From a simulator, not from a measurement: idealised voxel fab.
Module name: voxel capacitor over wiring (process module)
The cross-section on display is named cut; it measures 300 nm wide, and its cells are 5 nm squares.
This document writes a cross-section as a grid whose cells are square, and gives it as bands, listed from the top down; one or more rows of cells form a band. Heights first: top, then bottom, in nm. Then materials, left to right, each with a width in nm. "all across" on a single material: fills the band edge to edge. "blank": empty space. Note: height 0 marks the level under which the wafer is uniformly one material as received. Lowest band unbounded below, written "0 and below". Think of "30->40" as a width that walks from the first number to the second as you go down the band, top row to bottom row, taking equal-sized steps from row to row. Take "left unchanged" at face value: in the step it is given for, the cross-section changed in none of its cells. Listed in "Closed void list": every empty space of 8 or more cells without an open way to the top. Form: width x height at distance, the distance being from the left edge, all in nm. It should be noted that, on the line of a given step, the content following the step's settings is a remark produced by the simulator itself with respect to that step. Regarding "overlay nm": on a step with a mask, it is the distance the mask lay to the right of its planned place; a negative value places it to the left.
# The following list gives the planned process steps
1 RECEIVE: material Si
2 CONFORMAL_DEP: material SiO2, thk nm 10
3 DIRECTIONAL_DEP: material TiN, thk nm 5
4 DIRECTIONAL_DEP: material W, thk nm 25
5 PATTERN: tone cover, mask id METAL_1, material resist, width nm 20, pitch nm 85, thk nm 20, overlay nm 0
6 DIRECTIONAL_ETCH: etch materials W, depth nm 25
7 DIRECTIONAL_ETCH: etch materials TiN, depth nm 5
8 STRIP: etch materials resist
9 FILL_DEP: material SiO2, thk nm 10
10 CMP: height nm 40
11 CONFORMAL_DEP: material SiCN, thk nm 5
12 DIRECTIONAL_DEP: material SiO2, thk nm 20
13 DIRECTIONAL_DEP: material aC, thk nm 15
14 PATTERN: tone open, mask id PLUG_1, material resist, width nm 15, thk nm 35, overlay nm 0
15 DIRECTIONAL_ETCH: etch materials aC, depth nm 15
16 STRIP: etch materials resist
17 DIRECTIONAL_ETCH: etch materials SiO2, depth nm 20
18 DIRECTIONAL_ETCH: etch materials SiCN, depth nm 5
19 STRIP: etch materials aC
20 CONFORMAL_DEP: material TiN, thk nm 5
21 FILL_DEP: material Cu, thk nm 10
22 CMP: height nm 65
23 DIRECTIONAL_DEP: material TiN, thk nm 10
24 DIRECTIONAL_DEP: material Al2O3, thk nm 5
25 DIRECTIONAL_DEP: material TiN, thk nm 5
26 DIRECTIONAL_DEP: material aC, thk nm 10
27 PATTERN: tone cover, mask id UPPER_PLATE, material resist, width nm 70, thk nm 30, overlay nm 0
28 DIRECTIONAL_ETCH: etch materials aC, depth nm 10
29 STRIP: etch materials resist
30 DIRECTIONAL_ETCH: etch materials TiN, depth nm 5
31 DIRECTIONAL_ETCH: etch materials Al2O3, depth nm 5
32 STRIP: etch materials aC
33 DIRECTIONAL_DEP: material aC, thk nm 10
34 PATTERN: tone cover, mask id LOWER_PLATE, material resist, width nm 80, thk nm 30, overlay nm 0
35 DIRECTIONAL_ETCH: etch materials aC, depth nm 10
36 STRIP: etch materials resist
37 DIRECTIONAL_ETCH: etch materials TiN, depth nm 10
38 STRIP: etch materials aC
39 FILL_DEP: material SiO2, thk nm 20
40 CMP: height nm 100
41 PATTERN: tone open, mask id PLUG_2, material resist, width nm 15, thk nm 15, overlay nm 0
42 DIRECTIONAL_ETCH: etch materials SiO2, depth nm 15
43 STRIP: etch materials resist
44 CONFORMAL_DEP: material TiN, thk nm 5
45 FILL_DEP: material W, thk nm 10
46 CMP: height nm 100
47 CONFORMAL_DEP: material SiCN, thk nm 5
# What follows covers the first of two wafers; it ran as planned
# Delivered wafer in cross-section: state after step 1
* 0 and below = Si all across
* Closed void list: none
# How the wafer stands in section after step 2
* 10 down to 0 = SiO2 all across
* Below 0, the layers are the same as they were.
# How the wafer stands in section after step 3
* 15 down to 10 = TiN all across
* Below 10, the layers are the same as they were.
# How the wafer stands in section after step 4
* 40 down to 15 = W all across
* Below 15, the layers are the same as they were.
# How the wafer stands in section after step 5
* 60 down to 40 = blank (95); resist (20); blank (65); resist (20); blank (100)
* Below 40, the layers are the same as they were.
# How the wafer stands in section after step 6
* 60 down to 40 = blank (95); resist (20); blank (65); resist (20); blank (100)
* 40 down to 15 = blank (95); W (20); blank (65); W (20); blank (100)
* Below 15, the layers are the same as they were.
# How the wafer stands in section after step 7
* 60 down to 40 = blank (95); resist (20); blank (65); resist (20); blank (100)
* 40 down to 15 = blank (95); W (20); blank (65); W (20); blank (100)
* 15 down to 10 = blank (95); TiN (20); blank (65); TiN (20); blank (100)
* Below 10, the layers are the same as they were.
# How the wafer stands in section after step 8
* 40 down to 15 = blank (95); W (20); blank (65); W (20); blank (100)
* Below 15, the layers are the same as they were.
# How the wafer stands in section after step 9
* 50 down to 40 = SiO2 all across
* 40 down to 15 = SiO2 (95); W (20); SiO2 (65); W (20); SiO2 (100)
* 15 down to 10 = SiO2 (95); TiN (20); SiO2 (65); TiN (20); SiO2 (100)
* Below 10, the layers are the same as they were.
# How the wafer stands in section after step 10
* 40 down to 15 = SiO2 (95); W (20); SiO2 (65); W (20); SiO2 (100)
* Below 15, the layers are the same as they were.
# How the wafer stands in section after step 11
* 45 down to 40 = SiCN all across
* Below 40, the layers are the same as they were.
# How the wafer stands in section after step 12
* 65 down to 45 = SiO2 all across
* Below 45, the layers are the same as they were.
# How the wafer stands in section after step 13
* 80 down to 65 = aC all across
* Below 65, the layers are the same as they were.
# How the wafer stands in section after step 14
* 115 down to 80 = resist (100); blank (15); resist (185)
* Below 80, the layers are the same as they were.
# How the wafer stands in section after step 15
* 100 down to 80 = resist (100); blank (15); resist (185)
* 80 down to 65 = aC (100); blank (15); aC (185)
* Below 65, the layers are the same as they were.
# How the wafer stands in section after step 16
* 80 down to 65 = aC (100); blank (15); aC (185)
* Below 65, the layers are the same as they were.
# How the wafer stands in section after step 17
* 80 down to 65 = aC (100); blank (15); aC (185)
* 65 down to 45 = SiO2 (100); blank (15); SiO2 (185)
* Below 45, the layers are the same as they were.
# How the wafer stands in section after step 18
* 80 down to 65 = aC (100); blank (15); aC (185)
* 65 down to 45 = SiO2 (100); blank (15); SiO2 (185)
* 45 down to 40 = SiCN (100); blank (15); SiCN (185)
* Below 40, the layers are the same as they were.
# How the wafer stands in section after step 19
* 65 down to 45 = SiO2 (100); blank (15); SiO2 (185)
* Below 45, the layers are the same as they were.
# How the wafer stands in section after step 20
* 70 down to 65 = TiN (105); blank (5); TiN (190)
* 65 down to 45 = SiO2 (100); TiN (5); blank (5); TiN (5); SiO2 (185)
* 45 down to 40 = SiCN (100); TiN (15); SiCN (185)
* Below 40, the layers are the same as they were.
# How the wafer stands in section after step 21
* 80 down to 70 = Cu all across
* 70 down to 65 = TiN (105); Cu (5); TiN (190)
* 65 down to 45 = SiO2 (100); TiN (5); Cu (5); TiN (5); SiO2 (185)
* Below 45, the layers are the same as they were.
# How the wafer stands in section after step 22
* 65 down to 45 = SiO2 (100); TiN (5); Cu (5); TiN (5); SiO2 (185)
* Below 45, the layers are the same as they were.
# How the wafer stands in section after step 23
* 75 down to 65 = TiN all across
* Below 65, the layers are the same as they were.
# How the wafer stands in section after step 24
* 80 down to 75 = Al2O3 all across
* Below 75, the layers are the same as they were.
# How the wafer stands in section after step 25
* 85 down to 80 = TiN all across
* Below 80, the layers are the same as they were.
# How the wafer stands in section after step 26
* 95 down to 85 = aC all across
* Below 85, the layers are the same as they were.
# How the wafer stands in section after step 27
* 125 down to 95 = blank (100); resist (70); blank (130)
* Below 95, the layers are the same as they were.
# How the wafer stands in section after step 28
* 115 down to 95 = blank (100); resist (70); blank (130)
* 95 down to 85 = blank (100); aC (70); blank (130)
* Below 85, the layers are the same as they were.
# How the wafer stands in section after step 29
* 95 down to 85 = blank (100); aC (70); blank (130)
* Below 85, the layers are the same as they were.
# How the wafer stands in section after step 30
* 95 down to 85 = blank (100); aC (70); blank (130)
* 85 down to 80 = blank (100); TiN (70); blank (130)
* Below 80, the layers are the same as they were.
# How the wafer stands in section after step 31
* 95 down to 85 = blank (100); aC (70); blank (130)
* 85 down to 80 = blank (100); TiN (70); blank (130)
* 80 down to 75 = blank (100); Al2O3 (70); blank (130)
* Below 75, the layers are the same as they were.
# How the wafer stands in section after step 32
* 85 down to 80 = blank (100); TiN (70); blank (130)
* Below 80, the layers are the same as they were.
# How the wafer stands in section after step 33
* 95 down to 85 = blank (100); aC (70); blank (130)
* 85 down to 80 = aC (100); TiN (70); aC (130)
* 80 down to 75 = aC (100); Al2O3 (70); aC (130)
* Below 75, the layers are the same as they were.
# How the wafer stands in section after step 34
* 125 down to 95 = blank (95); resist (80); blank (125)
* 95 down to 85 = blank (95); resist (5); aC (70); resist (5); blank (125)
* Below 85, the layers are the same as they were.
# How the wafer stands in section after step 35
* 115 down to 95 = blank (95); resist (80); blank (125)
* 95 down to 85 = blank (95); resist (5); aC (70); resist (5); blank (125)
* 85 down to 80 = blank (95); aC (5); TiN (70); aC (5); blank (125)
* 80 down to 75 = blank (95); aC (5); Al2O3 (70); aC (5); blank (125)
* Below 75, the layers are the same as they were.
# How the wafer stands in section after step 36
* 95 down to 85 = blank (100); aC (70); blank (130)
* Below 85, the layers are the same as they were.
# How the wafer stands in section after step 37
* 95 down to 85 = blank (100); aC (70); blank (130)
* 85 down to 80 = blank (95); aC (5); TiN (70); aC (5); blank (125)
* 80 down to 75 = blank (95); aC (5); Al2O3 (70); aC (5); blank (125)
* 75 down to 65 = blank (95); TiN (80); blank (125)
* Below 65, the layers are the same as they were.
# How the wafer stands in section after step 38
* 85 down to 80 = blank (100); TiN (70); blank (130)
* 80 down to 75 = blank (100); Al2O3 (70); blank (130)
* Below 75, the layers are the same as they were.
# How the wafer stands in section after step 39
* 105 down to 85 = SiO2 all across
* 85 down to 80 = SiO2 (100); TiN (70); SiO2 (130)
* 80 down to 75 = SiO2 (100); Al2O3 (70); SiO2 (130)
* 75 down to 65 = SiO2 (95); TiN (80); SiO2 (125)
* Below 65, the layers are the same as they were.
# How the wafer stands in section after step 40
* 100 down to 85 = SiO2 all across
* Below 85, the layers are the same as they were.
# How the wafer stands in section after step 41
* 115 down to 100 = resist (110); blank (15); resist (175)
* Below 100, the layers are the same as they were.
# How the wafer stands in section after step 42
* 115 down to 100 = resist (110); blank (15); resist (175)
* 100 down to 85 = SiO2 (110); blank (15); SiO2 (175)
* Below 85, the layers are the same as they were.
# How the wafer stands in section after step 43
* 100 down to 85 = SiO2 (110); blank (15); SiO2 (175)
* Below 85, the layers are the same as they were.
# How the wafer stands in section after step 44
* 105 down to 100 = TiN (115); blank (5); TiN (180)
* 100 down to 90 = SiO2 (110); TiN (5); blank (5); TiN (5); SiO2 (175)
* 90 down to 80 = SiO2 (110->100); TiN (15->70); SiO2 (175->130)
* Below 80, the layers are the same as they were.
# How the wafer stands in section after step 45
* 115 down to 105 = W all across
* 105 down to 100 = TiN (115); W (5); TiN (180)
* 100 down to 90 = SiO2 (110); TiN (5); W (5); TiN (5); SiO2 (175)
* Below 90, the layers are the same as they were.
# How the wafer stands in section after step 46
* 100 down to 90 = SiO2 (110); TiN (5); W (5); TiN (5); SiO2 (175)
* Below 90, the layers are the same as they were.
# How the wafer stands in section after step 47
* 105 down to 100 = SiCN all across
* Below 100, the layers are the same as they were.
# For the second wafer, take the first wafer's start and plan, then add one mistake made in running it; everything through step 10, that step included, is shared with the first
# Second wafer, cross-section, planned end of step 11
* 60 down to 40 = SiO2 all across
* Below 40, the layers are the same as they were.
# Second wafer, cross-section, planned end of step 12
* 65 down to 60 = SiCN all across
* Below 60, the layers are the same as they were.
# Second wafer, cross-section, planned end of step 13
* 80 down to 65 = aC all across
* Below 65, the layers are the same as they were.
# Second wafer, cross-section, planned end of step 14
* 115 down to 80 = resist (100); blank (15); resist (185)
* Below 80, the layers are the same as they were.
# Second wafer, cross-section, planned end of step 15
* 100 down to 80 = resist (100); blank (15); resist (185)
* 80 down to 65 = aC (100); blank (15); aC (185)
* Below 65, the layers are the same as they were.
# Second wafer, cross-section, planned end of step 16
* 80 down to 65 = aC (100); blank (15); aC (185)
* Below 65, the layers are the same as they were.
Second wafer, cross-section, planned end of step 17: left unchanged
# Second wafer, cross-section, planned end of step 18
* 80 down to 65 = aC (100); blank (15); aC (185)
* 65 down to 60 = SiCN (100); blank (15); SiCN (185)
* Below 60, the layers are the same as they were.
# Second wafer, cross-section, planned end of step 19
* 65 down to 60 = SiCN (100); blank (15); SiCN (185)
* Below 60, the layers are the same as they were.
# Second wafer, cross-section, planned end of step 20
* 70 down to 65 = TiN (105); blank (5); TiN (190)
* 65 down to 60 = SiCN (100); TiN (15); SiCN (185)
* Below 60, the layers are the same as they were.
# Second wafer, cross-section, planned end of step 21
* 80 down to 70 = Cu all across
* 70 down to 65 = TiN (105); Cu (5); TiN (190)
* Below 65, the layers are the same as they were.
# Second wafer, cross-section, planned end of step 22
* 65 down to 60 = SiCN (100); TiN (15); SiCN (185)
* Below 60, the layers are the same as they were.
# Second wafer, cross-section, planned end of step 23
* 75 down to 65 = TiN all across
* Below 65, the layers are the same as they were.
# Second wafer, cross-section, planned end of step 24
* 80 down to 75 = Al2O3 all across
* Below 75, the layers are the same as they were.
# Second wafer, cross-section, planned end of step 25
* 85 down to 80 = TiN all across
* Below 80, the layers are the same as they were.
# Second wafer, cross-section, planned end of step 26
* 95 down to 85 = aC all across
* Below 85, the layers are the same as they were.
# Second wafer, cross-section, planned end of step 27
* 125 down to 95 = blank (100); resist (70); blank (130)
* Below 95, the layers are the same as they were.
# Second wafer, cross-section, planned end of step 28
* 115 down to 95 = blank (100); resist (70); blank (130)
* 95 down to 85 = blank (100); aC (70); blank (130)
* Below 85, the layers are the same as they were.
# Second wafer, cross-section, planned end of step 29
* 95 down to 85 = blank (100); aC (70); blank (130)
* Below 85, the layers are the same as they were.
# Second wafer, cross-section, planned end of step 30
* 95 down to 85 = blank (100); aC (70); blank (130)
* 85 down to 80 = blank (100); TiN (70); blank (130)
* Below 80, the layers are the same as they were.
# Second wafer, cross-section, planned end of step 31
* 95 down to 85 = blank (100); aC (70); blank (130)
* 85 down to 80 = blank (100); TiN (70); blank (130)
* 80 down to 75 = blank (100); Al2O3 (70); blank (130)
* Below 75, the layers are the same as they were.
# Second wafer, cross-section, planned end of step 32
* 85 down to 80 = blank (100); TiN (70); blank (130)
* Below 80, the layers are the same as they were.
# Second wafer, cross-section, planned end of step 33
* 95 down to 85 = blank (100); aC (70); blank (130)
* 85 down to 80 = aC (100); TiN (70); aC (130)
* 80 down to 75 = aC (100); Al2O3 (70); aC (130)
* Below 75, the layers are the same as they were.
# Second wafer, cross-section, planned end of step 34
* 125 down to 95 = blank (95); resist (80); blank (125)
* 95 down to 85 = blank (95); resist (5); aC (70); resist (5); blank (125)
* Below 85, the layers are the same as they were.
# Second wafer, cross-section, planned end of step 35
* 115 down to 95 = blank (95); resist (80); blank (125)
* 95 down to 85 = blank (95); resist (5); aC (70); resist (5); blank (125)
* 85 down to 80 = blank (95); aC (5); TiN (70); aC (5); blank (125)
* 80 down to 75 = blank (95); aC (5); Al2O3 (70); aC (5); blank (125)
* Below 75, the layers are the same as they were.
# Second wafer, cross-section, planned end of step 36
* 95 down to 85 = blank (100); aC (70); blank (130)
* Below 85, the layers are the same as they were.
# Second wafer, cross-section, planned end of step 37
* 95 down to 85 = blank (100); aC (70); blank (130)
* 85 down to 80 = blank (95); aC (5); TiN (70); aC (5); blank (125)
* 80 down to 75 = blank (95); aC (5); Al2O3 (70); aC (5); blank (125)
* 75 down to 65 = blank (95); TiN (80); blank (125)
* Below 65, the layers are the same as they were.
# Second wafer, cross-section, planned end of step 38
* 85 down to 80 = blank (100); TiN (70); blank (130)
* 80 down to 75 = blank (100); Al2O3 (70); blank (130)
* Below 75, the layers are the same as they were.
# Second wafer, cross-section, planned end of step 39
* 105 down to 85 = SiO2 all across
* 85 down to 80 = SiO2 (100); TiN (70); SiO2 (130)
* 80 down to 75 = SiO2 (100); Al2O3 (70); SiO2 (130)
* 75 down to 65 = SiO2 (95); TiN (80); SiO2 (125)
* Below 65, the layers are the same as they were.
# Second wafer, cross-section, planned end of step 40
* 100 down to 85 = SiO2 all across
* Below 85, the layers are the same as they were.
# Second wafer, cross-section, planned end of step 41
* 115 down to 100 = resist (110); blank (15); resist (175)
* Below 100, the layers are the same as they were.
# Second wafer, cross-section, planned end of step 42
* 115 down to 100 = resist (110); blank (15); resist (175)
* 100 down to 85 = SiO2 (110); blank (15); SiO2 (175)
* Below 85, the layers are the same as they were.
# Second wafer, cross-section, planned end of step 43
* 100 down to 85 = SiO2 (110); blank (15); SiO2 (175)
* Below 85, the layers are the same as they were.
# Second wafer, cross-section, planned end of step 44
* 105 down to 100 = TiN (115); blank (5); TiN (180)
* 100 down to 90 = SiO2 (110); TiN (5); blank (5); TiN (5); SiO2 (175)
* 90 down to 80 = SiO2 (110->100); TiN (15->70); SiO2 (175->130)
* Below 80, the layers are the same as they were.
# Second wafer, cross-section, planned end of step 45
* 115 down to 105 = W all across
* 105 down to 100 = TiN (115); W (5); TiN (180)
* 100 down to 90 = SiO2 (110); TiN (5); W (5); TiN (5); SiO2 (175)
* Below 90, the layers are the same as they were.
# Second wafer, cross-section, planned end of step 46
* 100 down to 90 = SiO2 (110); TiN (5); W (5); TiN (5); SiO2 (175)
* Below 90, the layers are the same as they were.
# Second wafer, cross-section, planned end of step 47
* 105 down to 100 = SiCN all across
* Below 100, the layers are the same as they were.
Deviation from plan: steps 11 and 12 of the plan were run in the wrong order, each in the other's place
Heads up, by the end the second wafer has more or fewer cells of some materials compared to the first: -4 Cu; +12 SiO2; -8 TiN
